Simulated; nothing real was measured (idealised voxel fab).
process module | voxel gate over fins
cross-section cut | 165 nm wide | cells 5 nm
A cross-section is a grid of square cells, given in bands from the top down. A band is one or more rows of cells.
Each band's line starts with the height of the band's top and of its bottom, in nm. Then come its materials from left to right, each with its width in nm. One material with "throughout" fills the band from edge to edge. "air" is empty space.
Height 0 is the level under which the wafer as received is all one material. The lowest band goes on downwards, as in "0 down".
A width such as "30 to 40" changes by the same amount from each row of cells to the next, from the band's top row to its bottom row.
"no change" after a step means that no cell of the cross-section changed.
closed voids: empty space of 8 cells or more with no open way to the top, each as width x height at its distance from the left edge, in nm
after a step's settings: what the simulator itself notes on the step
overlay nm, on a step with a mask: how far to the right of its planned place the mask lay; to the left if negative
Each pair below shows a cross-section before one step and the cross-section after it, down to the lowest band that changed. The line under each pair gives the step between them, with its settings. The pairs can come from different runs of this module on the same starting wafer, so a pair continues from the pair above only where its "before" says so.
before
  0 down: Si throughout
  closed voids: none
after
  5 to 0: SiN throughout
  below 0: unchanged
  closed voids: none
the step between: op CONFORMAL_DEP | material SiN | thk nm 5
before: the cross-section after the pair above
after
  5 to 0: air 35 | SiN 15 | air 25 | SiN 15 | air 25 | SiN 15 | air 35
  below 0: unchanged
  closed voids: none
the step between: op MASKED_ETCH | tone cover | mask id FINS | width nm 15 | pitch nm 40 | etch materials SiN | depth nm 5 | overlay nm 0
before: the cross-section after the pair above
after
  5 to 0: air 35 | SiN 15 | air 25 | SiN 15 | air 25 | SiN 15 | air 35
  0 to -30: air 35 | Si 15 | air 25 | Si 15 | air 25 | Si 15 | air 35
  below -30: unchanged
  closed voids: none
the step between: op MASKED_ETCH | tone cover | mask id FINS | width nm 15 | pitch nm 40 | etch materials Si | depth nm 30 | overlay nm 0
before: the cross-section after the pair above
after
  5 to 0: air 35 | SiN 15 | air 25 | SiN 15 | air 25 | SiN 15 | air 35
  0 to -30: air 35 | SiO2 5 | Si 5 | SiO2 5 | air 25 | SiO2 5 | Si 5 | SiO2 5 | air 25 | SiO2 5 | Si 5 | SiO2 5 | air 35
  -30 to -35: SiO2 40 | Si 5 | SiO2 35 | Si 5 | SiO2 35 | Si 5 | SiO2 40
  below -35: unchanged
  closed voids: none
the step between: op OXIDIZE | depth nm 5
before: the cross-section after the pair above
after
  15 to 5: SiO2 throughout
  5 to 0: SiO2 35 | SiN 15 | SiO2 25 | SiN 15 | SiO2 25 | SiN 15 | SiO2 35
  0 to -35: SiO2 40 | Si 5 | SiO2 35 | Si 5 | SiO2 35 | Si 5 | SiO2 40
  below -35: unchanged
  closed voids: none
the step between: op FILL_DEP | material SiO2 | thk nm 10
before: the cross-section after the pair above
after
  5 to 0: SiO2 35 | SiN 15 | SiO2 25 | SiN 15 | SiO2 25 | SiN 15 | SiO2 35
  below 0: unchanged
  closed voids: none
the step between: op CMP | height nm 5
before: the cross-section after the pair above
after
  5 to 0: air 35 | SiN 15 | air 25 | SiN 15 | air 25 | SiN 15 | air 35
  0 to -10: air 40 | Si 5 | air 35 | Si 5 | air 35 | Si 5 | air 40
  below -10: unchanged
  closed voids: none
the step between: op SELECTIVE_ETCH | etch materials SiO2 | depth nm 15
before: the cross-section after the pair above
after
  0 to -10: air 40 | Si 5 | air 35 | Si 5 | air 35 | Si 5 | air 40
  below -10: unchanged
  closed voids: none
the step between: op STRIP | etch materials SiN
before: the cross-section after the pair above
after
  5 to 0: air 35 | HfO2 15 | air 25 | HfO2 15 | air 25 | HfO2 15 | air 35
  0 to -5: air 35 | HfO2 5 | Si 5 | HfO2 5 | air 25 | HfO2 5 | Si 5 | HfO2 5 | air 25 | HfO2 5 | Si 5 | HfO2 5 | air 35
  -5 to -10: HfO2 40 | Si 5 | HfO2 35 | Si 5 | HfO2 35 | Si 5 | HfO2 40
  below -10: unchanged
  closed voids: none
the step between: op CONFORMAL_DEP | material HfO2 | thk nm 5
before: the cross-section after the pair above
after
  10 to 5: air 30 | TiN 25 | air 15 | TiN 25 | air 15 | TiN 25 | air 30
  5 to 0: air 30 | TiN 5 | HfO2 15 | TiN 5 | air 15 | TiN 5 | HfO2 15 | TiN 5 | air 15 | TiN 5 | HfO2 15 | TiN 5 | air 30
  0 to -5: TiN 35 | HfO2 5 | Si 5 | HfO2 5 | TiN 25 | HfO2 5 | Si 5 | HfO2 5 | TiN 25 | HfO2 5 | Si 5 | HfO2 5 | TiN 35
  below -5: unchanged
  closed voids: none
the step between: op CONFORMAL_DEP | material TiN | thk nm 5
before: the cross-section after the pair above
after
  15 to 10: air 25 | TiAl 35 | air 5 | TiAl 35 | air 5 | TiAl 35 | air 25
  10 to 5: air 25 | TiAl 5 | TiN 25 | TiAl 5 | air 5 | TiAl 5 | TiN 25 | TiAl 5 | air 5 | TiAl 5 | TiN 25 | TiAl 5 | air 25
  5 to 0: TiAl 30 | TiN 5 | HfO2 15 | TiN 5 | TiAl 15 | TiN 5 | HfO2 15 | TiN 5 | TiAl 15 | TiN 5 | HfO2 15 | TiN 5 | TiAl 30
  below 0: unchanged
  closed voids: none
the step between: op CONFORMAL_DEP | material TiAl | thk nm 5
before: the cross-section after the pair above
after
  20 to 15: air 20 | TiN 125 | air 20
  15 to 10: air 20 | TiN 5 | TiAl 35 | TiN 5 | TiAl 35 | TiN 5 | TiAl 35 | TiN 5 | air 20
  10 to 5: TiN 25 | TiAl 5 | TiN 25 | TiAl 5 | TiN 5 | TiAl 5 | TiN 25 | TiAl 5 | TiN 5 | TiAl 5 | TiN 25 | TiAl 5 | TiN 25
  below 5: unchanged
  closed voids: none
the step between: op CONFORMAL_DEP | material TiN | thk nm 5
before: the cross-section after the pair above
after
  30 to 20: W throughout
  20 to 15: W 20 | TiN 125 | W 20
  15 to 10: W 20 | TiN 5 | TiAl 35 | TiN 5 | TiAl 35 | TiN 5 | TiAl 35 | TiN 5 | W 20
  below 10: unchanged
  closed voids: none
the step between: op FILL_DEP | material W | thk nm 10
before: the cross-section after the pair above
after
  25 to 20: W throughout
  below 20: unchanged
  closed voids: none
the step between: op CMP | height nm 25
before: the cross-section after the pair above
after
  35 to 25: SiN throughout
  below 25: unchanged
  closed voids: none
the step between: op CONFORMAL_DEP | material SiN | thk nm 10
before
  5 to 0: air 35 | HfO2 15 | air 25 | HfO2 15 | air 25 | HfO2 15 | air 35
  0 to -5: air 35 | HfO2 5 | Si 5 | HfO2 5 | air 25 | HfO2 5 | Si 5 | HfO2 5 | air 25 | HfO2 5 | Si 5 | HfO2 5 | air 35
  -5 to -10: HfO2 40 | Si 5 | HfO2 35 | Si 5 | HfO2 35 | Si 5 | HfO2 40
  -10 to -35: SiO2 40 | Si 5 | SiO2 35 | Si 5 | SiO2 35 | Si 5 | SiO2 40
  -35 down: Si throughout
  closed voids: none
after
  10 to 5: air 30 | TiAl 25 | air 15 | TiAl 25 | air 15 | TiAl 25 | air 30
  5 to 0: air 30 | TiAl 5 | HfO2 15 | TiAl 5 | air 15 | TiAl 5 | HfO2 15 | TiAl 5 | air 15 | TiAl 5 | HfO2 15 | TiAl 5 | air 30
  0 to -5: TiAl 35 | HfO2 5 | Si 5 | HfO2 5 | TiAl 25 | HfO2 5 | Si 5 | HfO2 5 | TiAl 25 | HfO2 5 | Si 5 | HfO2 5 | TiAl 35
  below -5: unchanged
  closed voids: none
the step between: op CONFORMAL_DEP | material TiAl | thk nm 5
before: the cross-section after the pair above
after
  15 to 10: air 25 | TiN 35 | air 5 | TiN 35 | air 5 | TiN 35 | air 25
  10 to 5: air 25 | TiN 5 | TiAl 25 | TiN 5 | air 5 | TiN 5 | TiAl 25 | TiN 5 | air 5 | TiN 5 | TiAl 25 | TiN 5 | air 25
  5 to 0: TiN 30 | TiAl 5 | HfO2 15 | TiAl 5 | TiN 15 | TiAl 5 | HfO2 15 | TiAl 5 | TiN 15 | TiAl 5 | HfO2 15 | TiAl 5 | TiN 30
  below 0: unchanged
  closed voids: none
the step between: op CONFORMAL_DEP | material TiN | thk nm 5
before: the cross-section after the pair above
after
  25 to 15: W throughout
  15 to 10: W 25 | TiN 35 | W 5 | TiN 35 | W 5 | TiN 35 | W 25
  10 to 5: W 25 | TiN 5 | TiAl 25 | TiN 5 | W 5 | TiN 5 | TiAl 25 | TiN 5 | W 5 | TiN 5 | TiAl 25 | TiN 5 | W 25
  below 5: unchanged
  closed voids: none
the step between: op FILL_DEP | material W | thk nm 10
before: the cross-section after the pair above
after
  35 to 25: SiN throughout
  below 25: unchanged
  closed voids: none
the step between: op CONFORMAL_DEP | material SiN | thk nm 10
before
  5 to 0: air 35 | SiN 15 | air 25 | SiN 15 | air 25 | SiN 15 | air 35
  0 to -30: air 35 | Si 15 | air 25 | Si 15 | air 25 | Si 15 | air 35
  -30 down: Si throughout
  closed voids: none
after
  5 to 0: air 35 | SiN 15 | air 25 | SiN 15 | air 25 | SiN 15 | air 35
  0 to -60: air 35 | Si 15 | air 25 | Si 15 | air 25 | Si 15 | air 35
  below -60: unchanged
  closed voids: none
the step between: op MASKED_ETCH | tone cover | mask id FINS | width nm 15 | pitch nm 40 | etch materials Si | depth nm 30 | overlay nm 0
before: the cross-section after the pair above
after
  5 to 0: air 35 | SiN 15 | air 25 | SiN 15 | air 25 | SiN 15 | air 35
  0 to -60: air 35 | SiO2 5 | Si 5 | SiO2 5 | air 25 | SiO2 5 | Si 5 | SiO2 5 | air 25 | SiO2 5 | Si 5 | SiO2 5 | air 35
  -60 to -65: SiO2 40 | Si 5 | SiO2 35 | Si 5 | SiO2 35 | Si 5 | SiO2 40
  below -65: unchanged
  closed voids: none
the step between: op OXIDIZE | depth nm 5
before: the cross-section after the pair above
after
  15 to 5: SiO2 throughout
  5 to 0: SiO2 35 | SiN 15 | SiO2 25 | SiN 15 | SiO2 25 | SiN 15 | SiO2 35
  0 to -65: SiO2 40 | Si 5 | SiO2 35 | Si 5 | SiO2 35 | Si 5 | SiO2 40
  below -65: unchanged
  closed voids: none
the step between: op FILL_DEP | material SiO2 | thk nm 10
before: the cross-section after the pair above
after
  5 to 0: SiO2 35 | SiN 15 | SiO2 25 | SiN 15 | SiO2 25 | SiN 15 | SiO2 35
  below 0: unchanged
  closed voids: none
the step between: op CMP | height nm 5
before: the cross-section after the pair above
after
  5 to 0: air 35 | SiN 15 | air 25 | SiN 15 | air 25 | SiN 15 | air 35
  0 to -10: air 40 | Si 5 | air 35 | Si 5 | air 35 | Si 5 | air 40
  below -10: unchanged
  closed voids: none
the step between: op SELECTIVE_ETCH | etch materials SiO2 | depth nm 15
before: the cross-section after the pair above
after
  0 to -10: air 40 | Si 5 | air 35 | Si 5 | air 35 | Si 5 | air 40
  below -10: unchanged
  closed voids: none
the step between: op STRIP | etch materials SiN
before: the cross-section after the pair above
after
  5 to 0: air 35 | HfO2 15 | air 25 | HfO2 15 | air 25 | HfO2 15 | air 35
  0 to -5: air 35 | HfO2 5 | Si 5 | HfO2 5 | air 25 | HfO2 5 | Si 5 | HfO2 5 | air 25 | HfO2 5 | Si 5 | HfO2 5 | air 35
  -5 to -10: HfO2 40 | Si 5 | HfO2 35 | Si 5 | HfO2 35 | Si 5 | HfO2 40
  below -10: unchanged
  closed voids: none
the step between: op CONFORMAL_DEP | material HfO2 | thk nm 5
before: the cross-section after the pair above
after
  10 to 5: air 30 | TiN 25 | air 15 | TiN 25 | air 15 | TiN 25 | air 30
  5 to 0: air 30 | TiN 5 | HfO2 15 | TiN 5 | air 15 | TiN 5 | HfO2 15 | TiN 5 | air 15 | TiN 5 | HfO2 15 | TiN 5 | air 30
  0 to -5: TiN 35 | HfO2 5 | Si 5 | HfO2 5 | TiN 25 | HfO2 5 | Si 5 | HfO2 5 | TiN 25 | HfO2 5 | Si 5 | HfO2 5 | TiN 35
  below -5: unchanged
  closed voids: none
the step between: op CONFORMAL_DEP | material TiN | thk nm 5
before: the cross-section after the pair above
after
  15 to 10: air 25 | TiAl 35 | air 5 | TiAl 35 | air 5 | TiAl 35 | air 25
  10 to 5: air 25 | TiAl 5 | TiN 25 | TiAl 5 | air 5 | TiAl 5 | TiN 25 | TiAl 5 | air 5 | TiAl 5 | TiN 25 | TiAl 5 | air 25
  5 to 0: TiAl 30 | TiN 5 | HfO2 15 | TiN 5 | TiAl 15 | TiN 5 | HfO2 15 | TiN 5 | TiAl 15 | TiN 5 | HfO2 15 | TiN 5 | TiAl 30
  below 0: unchanged
  closed voids: none
the step between: op CONFORMAL_DEP | material TiAl | thk nm 5
before: the cross-section after the pair above
after
  20 to 15: air 20 | TiN 125 | air 20
  15 to 10: air 20 | TiN 5 | TiAl 35 | TiN 5 | TiAl 35 | TiN 5 | TiAl 35 | TiN 5 | air 20
  10 to 5: TiN 25 | TiAl 5 | TiN 25 | TiAl 5 | TiN 5 | TiAl 5 | TiN 25 | TiAl 5 | TiN 5 | TiAl 5 | TiN 25 | TiAl 5 | TiN 25
  below 5: unchanged
  closed voids: none
the step between: op CONFORMAL_DEP | material TiN | thk nm 5
before: the cross-section after the pair above
after
  30 to 20: W throughout
  20 to 15: W 20 | TiN 125 | W 20
  15 to 10: W 20 | TiN 5 | TiAl 35 | TiN 5 | TiAl 35 | TiN 5 | TiAl 35 | TiN 5 | W 20
  below 10: unchanged
  closed voids: none
the step between: op FILL_DEP | material W | thk nm 10
before: the cross-section after the pair above
after
  25 to 20: W throughout
  below 20: unchanged
  closed voids: none
the step between: op CMP | height nm 25
before: the cross-section after the pair above
after
  35 to 25: SiN throughout
  below 25: unchanged
  closed voids: none
the step between: op CONFORMAL_DEP | material SiN | thk nm 10
before
  10 to 5: air 30 | TiN 25 | air 15 | TiN 25 | air 15 | TiN 25 | air 30
  5 to 0: air 30 | TiN 5 | HfO2 15 | TiN 5 | air 15 | TiN 5 | HfO2 15 | TiN 5 | air 15 | TiN 5 | HfO2 15 | TiN 5 | air 30
  0 to -5: TiN 35 | HfO2 5 | Si 5 | HfO2 5 | TiN 25 | HfO2 5 | Si 5 | HfO2 5 | TiN 25 | HfO2 5 | Si 5 | HfO2 5 | TiN 35
  -5 to -10: HfO2 40 | Si 5 | HfO2 35 | Si 5 | HfO2 35 | Si 5 | HfO2 40
  -10 to -35: SiO2 40 | Si 5 | SiO2 35 | Si 5 | SiO2 35 | Si 5 | SiO2 40
  -35 down: Si throughout
  closed voids: none
after
  15 to 5: air 25 | TiN 35 | air 5 | TiN 35 | air 5 | TiN 35 | air 25
  5 to 0: TiN 35 | HfO2 15 | TiN 25 | HfO2 15 | TiN 25 | HfO2 15 | TiN 35
  below 0: unchanged
  closed voids: none
the step between: op CONFORMAL_DEP | material TiN | thk nm 5
before: the cross-section after the pair above
after
  20 to 15: air 20 | TiAl 125 | air 20
  15 to 10: air 20 | TiAl 5 | TiN 35 | TiAl 5 | TiN 35 | TiAl 5 | TiN 35 | TiAl 5 | air 20
  10 to 5: TiAl 25 | TiN 35 | TiAl 5 | TiN 35 | TiAl 5 | TiN 35 | TiAl 25
  below 5: unchanged
  closed voids: none
the step between: op CONFORMAL_DEP | material TiAl | thk nm 5
before: the cross-section after the pair above
after
  30 to 20: W throughout
  20 to 15: W 20 | TiAl 125 | W 20
  15 to 10: W 20 | TiAl 5 | TiN 35 | TiAl 5 | TiN 35 | TiAl 5 | TiN 35 | TiAl 5 | W 20
  below 10: unchanged
  closed voids: none
the step between: op FILL_DEP | material W | thk nm 10
before: the cross-section after the pair above
after
  25 to 20: W throughout
  below 20: unchanged
  closed voids: none
the step between: op CMP | height nm 25
before: the cross-section after the pair above
after
  35 to 25: SiN throughout
  below 25: unchanged
  closed voids: none
the step between: op CONFORMAL_DEP | material SiN | thk nm 10
before
  25 to 20: W throughout
  20 to 15: W 20 | TiN 125 | W 20
  15 to 10: W 20 | TiN 5 | TiAl 35 | TiN 5 | TiAl 35 | TiN 5 | TiAl 35 | TiN 5 | W 20
  10 to 5: TiN 25 | TiAl 5 | TiN 25 | TiAl 5 | TiN 5 | TiAl 5 | TiN 25 | TiAl 5 | TiN 5 | TiAl 5 | TiN 25 | TiAl 5 | TiN 25
  5 to 0: TiAl 30 | TiN 5 | HfO2 15 | TiN 5 | TiAl 15 | TiN 5 | HfO2 15 | TiN 5 | TiAl 15 | TiN 5 | HfO2 15 | TiN 5 | TiAl 30
  0 to -5: TiN 35 | HfO2 5 | Si 5 | HfO2 5 | TiN 25 | HfO2 5 | Si 5 | HfO2 5 | TiN 25 | HfO2 5 | Si 5 | HfO2 5 | TiN 35
  -5 to -10: HfO2 40 | Si 5 | HfO2 35 | Si 5 | HfO2 35 | Si 5 | HfO2 40
  -10 to -35: SiO2 40 | Si 5 | SiO2 35 | Si 5 | SiO2 35 | Si 5 | SiO2 40
  -35 down: Si throughout
  closed voids: none
after
  40 to 25: SiN throughout
  below 25: unchanged
  closed voids: none
the step between: op CONFORMAL_DEP | material SiN | thk nm 15
before
  5 to 0: SiN throughout
  0 down: Si throughout
  closed voids: none
after
  5 to 0: air 35 | SiN 20 | air 20 | SiN 20 | air 20 | SiN 20 | air 30
  below 0: unchanged
  closed voids: none
the step between: op MASKED_ETCH | tone cover | mask id FINS | width nm 20 | pitch nm 40 | etch materials SiN | depth nm 5 | overlay nm 0
before: the cross-section after the pair above
after
  5 to 0: air 35 | SiN 20 | air 20 | SiN 20 | air 20 | SiN 20 | air 30
  0 to -30: air 35 | Si 20 | air 20 | Si 20 | air 20 | Si 20 | air 30
  below -30: unchanged
  closed voids: none
the step between: op MASKED_ETCH | tone cover | mask id FINS | width nm 15 | pitch nm 40 | etch materials Si | depth nm 30 | overlay nm 0
before: the cross-section after the pair above
after
  5 to 0: air 35 | SiN 20 | air 20 | SiN 20 | air 20 | SiN 20 | air 30
  0 to -30: air 35 | SiO2 5 | Si 10 | SiO2 5 | air 20 | SiO2 5 | Si 10 | SiO2 5 | air 20 | SiO2 5 | Si 10 | SiO2 5 | air 30
  -30 to -35: SiO2 40 | Si 10 | SiO2 30 | Si 10 | SiO2 30 | Si 10 | SiO2 35
  below -35: unchanged
  closed voids: none
the step between: op OXIDIZE | depth nm 5
before: the cross-section after the pair above
after
  15 to 5: SiO2 throughout
  5 to 0: SiO2 35 | SiN 20 | SiO2 20 | SiN 20 | SiO2 20 | SiN 20 | SiO2 30
  0 to -35: SiO2 40 | Si 10 | SiO2 30 | Si 10 | SiO2 30 | Si 10 | SiO2 35
  below -35: unchanged
  closed voids: none
the step between: op FILL_DEP | material SiO2 | thk nm 10
before: the cross-section after the pair above
after
  5 to 0: SiO2 35 | SiN 20 | SiO2 20 | SiN 20 | SiO2 20 | SiN 20 | SiO2 30
  below 0: unchanged
  closed voids: none
the step between: op CMP | height nm 5
before: the cross-section after the pair above
after
  5 to 0: air 35 | SiN 20 | air 20 | SiN 20 | air 20 | SiN 20 | air 30
  0 to -10: air 40 | Si 10 | air 30 | Si 10 | air 30 | Si 10 | air 35
  below -10: unchanged
  closed voids: none
the step between: op SELECTIVE_ETCH | etch materials SiO2 | depth nm 15
before: the cross-section after the pair above
after
  0 to -10: air 40 | Si 10 | air 30 | Si 10 | air 30 | Si 10 | air 35
  below -10: unchanged
  closed voids: none
the step between: op STRIP | etch materials SiN
before: the cross-section after the pair above
after
  5 to 0: air 35 | HfO2 20 | air 20 | HfO2 20 | air 20 | HfO2 20 | air 30
  0 to -5: air 35 | HfO2 5 | Si 10 | HfO2 5 | air 20 | HfO2 5 | Si 10 | HfO2 5 | air 20 | HfO2 5 | Si 10 | HfO2 5 | air 30
  -5 to -10: HfO2 40 | Si 10 | HfO2 30 | Si 10 | HfO2 30 | Si 10 | HfO2 35
  below -10: unchanged
  closed voids: none
the step between: op CONFORMAL_DEP | material HfO2 | thk nm 5
before: the cross-section after the pair above
after
  10 to 5: air 30 | TiN 30 | air 10 | TiN 30 | air 10 | TiN 30 | air 25
  5 to 0: air 30 | TiN 5 | HfO2 20 | TiN 5 | air 10 | TiN 5 | HfO2 20 | TiN 5 | air 10 | TiN 5 | HfO2 20 | TiN 5 | air 25
  0 to -5: TiN 35 | HfO2 5 | Si 10 | HfO2 5 | TiN 20 | HfO2 5 | Si 10 | HfO2 5 | TiN 20 | HfO2 5 | Si 10 | HfO2 5 | TiN 30
  below -5: unchanged
  closed voids: none
the step between: op CONFORMAL_DEP | material TiN | thk nm 5
before: the cross-section after the pair above
after
  15 to 10: air 25 | TiAl 120 | air 20
  10 to 5: air 25 | TiAl 5 | TiN 30 | TiAl 10 | TiN 30 | TiAl 10 | TiN 30 | TiAl 5 | air 20
  5 to 0: TiAl 30 | TiN 5 | HfO2 20 | TiN 5 | TiAl 10 | TiN 5 | HfO2 20 | TiN 5 | TiAl 10 | TiN 5 | HfO2 20 | TiN 5 | TiAl 25
  below 0: unchanged
  closed voids: none
the step between: op CONFORMAL_DEP | material TiAl | thk nm 5
before: the cross-section after the pair above
after
  20 to 15: air 20 | TiN 130 | air 15
  15 to 10: air 20 | TiN 5 | TiAl 120 | TiN 5 | air 15
  10 to 5: TiN 25 | TiAl 5 | TiN 30 | TiAl 10 | TiN 30 | TiAl 10 | TiN 30 | TiAl 5 | TiN 20
  below 5: unchanged
  closed voids: none
the step between: op CONFORMAL_DEP | material TiN | thk nm 5
before: the cross-section after the pair above
after
  30 to 20: W throughout
  20 to 15: W 20 | TiN 130 | W 15
  15 to 10: W 20 | TiN 5 | TiAl 120 | TiN 5 | W 15
  below 10: unchanged
  closed voids: none
the step between: op FILL_DEP | material W | thk nm 10
before: the cross-section after the pair above
after
  25 to 20: W throughout
  below 20: unchanged
  closed voids: none
the step between: op CMP | height nm 25
before: the cross-section after the pair above
after
  35 to 25: SiN throughout
  below 25: unchanged
  closed voids: none
the step between: op CONFORMAL_DEP | material SiN | thk nm 10
before
  5 to 0: air 35 | SiN 15 | air 25 | SiN 15 | air 25 | SiN 15 | air 35
  0 down: Si throughout
  closed voids: none
after
  5 to 0: air 35 | SiN 15 | air 25 | SiN 15 | air 25 | SiN 15 | air 35
  0 to -30: air 25 | Si 25 | air 15 | Si 25 | air 15 | Si 25 | air 35
  below -30: unchanged
  closed voids: none
the step between: op MASKED_ETCH | tone cover | mask id FINS | width nm 15 | pitch nm 40 | etch materials Si | depth nm 30 | overlay nm -10
before: the cross-section after the pair above
after
  5 to 0: air 35 | SiN 15 | air 25 | SiN 15 | air 25 | SiN 15 | air 35
  0 to -5: air 25 | SiO2 15 | Si 5 | SiO2 5 | air 15 | SiO2 15 | Si 5 | SiO2 5 | air 15 | SiO2 15 | Si 5 | SiO2 5 | air 35
  -5 to -30: air 25 | SiO2 5 | Si 15 | SiO2 5 | air 15 | SiO2 5 | Si 15 | SiO2 5 | air 15 | SiO2 5 | Si 15 | SiO2 5 | air 35
  -30 to -35: SiO2 30 | Si 15 | SiO2 25 | Si 15 | SiO2 25 | Si 15 | SiO2 40
  below -35: unchanged
  closed voids: none
the step between: op OXIDIZE | depth nm 5
before: the cross-section after the pair above
after
  15 to 5: SiO2 throughout
  5 to 0: SiO2 35 | SiN 15 | SiO2 25 | SiN 15 | SiO2 25 | SiN 15 | SiO2 35
  0 to -5: SiO2 40 | Si 5 | SiO2 35 | Si 5 | SiO2 35 | Si 5 | SiO2 40
  -5 to -35: SiO2 30 | Si 15 | SiO2 25 | Si 15 | SiO2 25 | Si 15 | SiO2 40
  below -35: unchanged
  closed voids: none
the step between: op FILL_DEP | material SiO2 | thk nm 10
before: the cross-section after the pair above
after
  5 to 0: SiO2 35 | SiN 15 | SiO2 25 | SiN 15 | SiO2 25 | SiN 15 | SiO2 35
  below 0: unchanged
  closed voids: none
the step between: op CMP | height nm 5
before: the cross-section after the pair above
after
  5 to 0: air 35 | SiN 15 | air 25 | SiN 15 | air 25 | SiN 15 | air 35
  0 to -10: air 40 to 30 | Si 5 to 15 | air 35 to 25 | Si 5 to 15 | air 35 to 25 | Si 5 to 15 | air 40
  below -10: unchanged
  closed voids: none
the step between: op SELECTIVE_ETCH | etch materials SiO2 | depth nm 15
before: the cross-section after the pair above
after
  0 to -10: air 40 to 30 | Si 5 to 15 | air 35 to 25 | Si 5 to 15 | air 35 to 25 | Si 5 to 15 | air 40
  below -10: unchanged
  closed voids: none
the step between: op STRIP | etch materials SiN
before: the cross-section after the pair above
after
  5 to 0: air 35 | HfO2 15 | air 25 | HfO2 15 | air 25 | HfO2 15 | air 35
  0 to -5: air 25 | HfO2 15 | Si 5 | HfO2 5 | air 15 | HfO2 15 | Si 5 | HfO2 5 | air 15 | HfO2 15 | Si 5 | HfO2 5 | air 35
  -5 to -10: HfO2 30 | Si 15 | HfO2 25 | Si 15 | HfO2 25 | Si 15 | HfO2 40
  below -10: unchanged
  closed voids: none
the step between: op CONFORMAL_DEP | material HfO2 | thk nm 5
before: the cross-section after the pair above
after
  10 to 5: air 30 | TiN 25 | air 15 | TiN 25 | air 15 | TiN 25 | air 30
  5 to 0: air 20 | TiN 15 | HfO2 15 | TiN 5 | air 5 | TiN 15 | HfO2 15 | TiN 5 | air 5 | TiN 15 | HfO2 15 | TiN 5 | air 30
  0 to -5: TiN 25 | HfO2 15 | Si 5 | HfO2 5 | TiN 15 | HfO2 15 | Si 5 | HfO2 5 | TiN 15 | HfO2 15 | Si 5 | HfO2 5 | TiN 35
  below -5: unchanged
  closed voids: none
the step between: op CONFORMAL_DEP | material TiN | thk nm 5
before: the cross-section after the pair above
after
  15 to 10: air 25 | TiAl 35 | air 5 | TiAl 35 | air 5 | TiAl 35 | air 25
  10 to 5: air 15 | TiAl 15 | TiN 25 | TiAl 15 | TiN 25 | TiAl 15 | TiN 25 | TiAl 5 | air 25
  5 to 0: TiAl 20 | TiN 15 | HfO2 15 | TiN 5 | TiAl 5 | TiN 15 | HfO2 15 | TiN 5 | TiAl 5 | TiN 15 | HfO2 15 | TiN 5 | TiAl 30
  below 0: unchanged
  closed voids: none
the step between: op CONFORMAL_DEP | material TiAl | thk nm 5
before: the cross-section after the pair above
after
  20 to 15: air 20 | TiN 125 | air 20
  15 to 10: air 10 | TiN 15 | TiAl 35 | TiN 5 | TiAl 35 | TiN 5 | TiAl 35 | TiN 5 | air 20
  10 to 5: TiN 15 | TiAl 15 | TiN 25 | TiAl 15 | TiN 25 | TiAl 15 | TiN 25 | TiAl 5 | TiN 25
  below 5: unchanged
  closed voids: none
the step between: op CONFORMAL_DEP | material TiN | thk nm 5
before: the cross-section after the pair above
after
  30 to 20: W throughout
  20 to 15: W 20 | TiN 125 | W 20
  15 to 10: W 10 | TiN 15 | TiAl 35 | TiN 5 | TiAl 35 | TiN 5 | TiAl 35 | TiN 5 | W 20
  below 10: unchanged
  closed voids: none
the step between: op FILL_DEP | material W | thk nm 10
before: the cross-section after the pair above
after
  25 to 20: W throughout
  below 20: unchanged
  closed voids: none
the step between: op CMP | height nm 25
before: the cross-section after the pair above
after
  35 to 25: SiN throughout
  below 25: unchanged
  closed voids: none
the step between: op CONFORMAL_DEP | material SiN | thk nm 10
before
  5 to 0: air 35 | SiN 15 | air 25 | SiN 15 | air 25 | SiN 15 | air 35
  0 to -30: air 35 | SiO2 5 | Si 5 | SiO2 5 | air 25 | SiO2 5 | Si 5 | SiO2 5 | air 25 | SiO2 5 | Si 5 | SiO2 5 | air 35
  -30 to -35: SiO2 40 | Si 5 | SiO2 35 | Si 5 | SiO2 35 | Si 5 | SiO2 40
  -35 down: Si throughout
  closed voids: none
after
  15 to 0: SiN throughout
  0 to -30: SiN 35 | SiO2 5 | Si 5 | SiO2 5 | SiN 25 | SiO2 5 | Si 5 | SiO2 5 | SiN 25 | SiO2 5 | Si 5 | SiO2 5 | SiN 35
  below -30: unchanged
  closed voids: none
the step between: op FILL_DEP | material SiN | thk nm 10
before: the cross-section after the pair above
after
  5 to 0: SiN throughout
  below 0: unchanged
  closed voids: none
the step between: op CMP | height nm 5
before: the cross-section after the pair above
after
  0 to -30: air 35 | SiO2 5 | Si 5 | SiO2 5 | air 25 | SiO2 5 | Si 5 | SiO2 5 | air 25 | SiO2 5 | Si 5 | SiO2 5 | air 35
  below -30: unchanged
  closed voids: none
the step between: op STRIP | etch materials SiN
before: the cross-section after the pair above
after
  5 to 0: air 30 | HfO2 25 | air 15 | HfO2 25 | air 15 | HfO2 25 | air 30
  0 to -25: air 30 | HfO2 5 | SiO2 5 | Si 5 | SiO2 5 | HfO2 5 | air 15 | HfO2 5 | SiO2 5 | Si 5 | SiO2 5 | HfO2 5 | air 15 | HfO2 5 | SiO2 5 | Si 5 | SiO2 5 | HfO2 5 | air 30
  -25 to -30: HfO2 35 | SiO2 5 | Si 5 | SiO2 5 | HfO2 25 | SiO2 5 | Si 5 | SiO2 5 | HfO2 25 | SiO2 5 | Si 5 | SiO2 5 | HfO2 35
  below -30: unchanged
  closed voids: none
the step between: op CONFORMAL_DEP | material HfO2 | thk nm 5
before: the cross-section after the pair above
after
  10 to 5: air 25 | TiN 35 | air 5 | TiN 35 | air 5 | TiN 35 | air 25
  5 to 0: air 25 | TiN 5 | HfO2 25 | TiN 5 | air 5 | TiN 5 | HfO2 25 | TiN 5 | air 5 | TiN 5 | HfO2 25 | TiN 5 | air 25
  0 to -20: air 25 | TiN 5 | HfO2 5 | SiO2 5 | Si 5 | SiO2 5 | HfO2 5 | TiN 5 | air 5 | TiN 5 | HfO2 5 | SiO2 5 | Si 5 | SiO2 5 | HfO2 5 | TiN 5 | air 5 | TiN 5 | HfO2 5 | SiO2 5 | Si 5 | SiO2 5 | HfO2 5 | TiN 5 | air 25
  -20 to -25: TiN 30 | HfO2 5 | SiO2 5 | Si 5 | SiO2 5 | HfO2 5 | TiN 15 | HfO2 5 | SiO2 5 | Si 5 | SiO2 5 | HfO2 5 | TiN 15 | HfO2 5 | SiO2 5 | Si 5 | SiO2 5 | HfO2 5 | TiN 30
  below -25: unchanged
  closed voids: none
the step between: op CONFORMAL_DEP | material TiN | thk nm 5
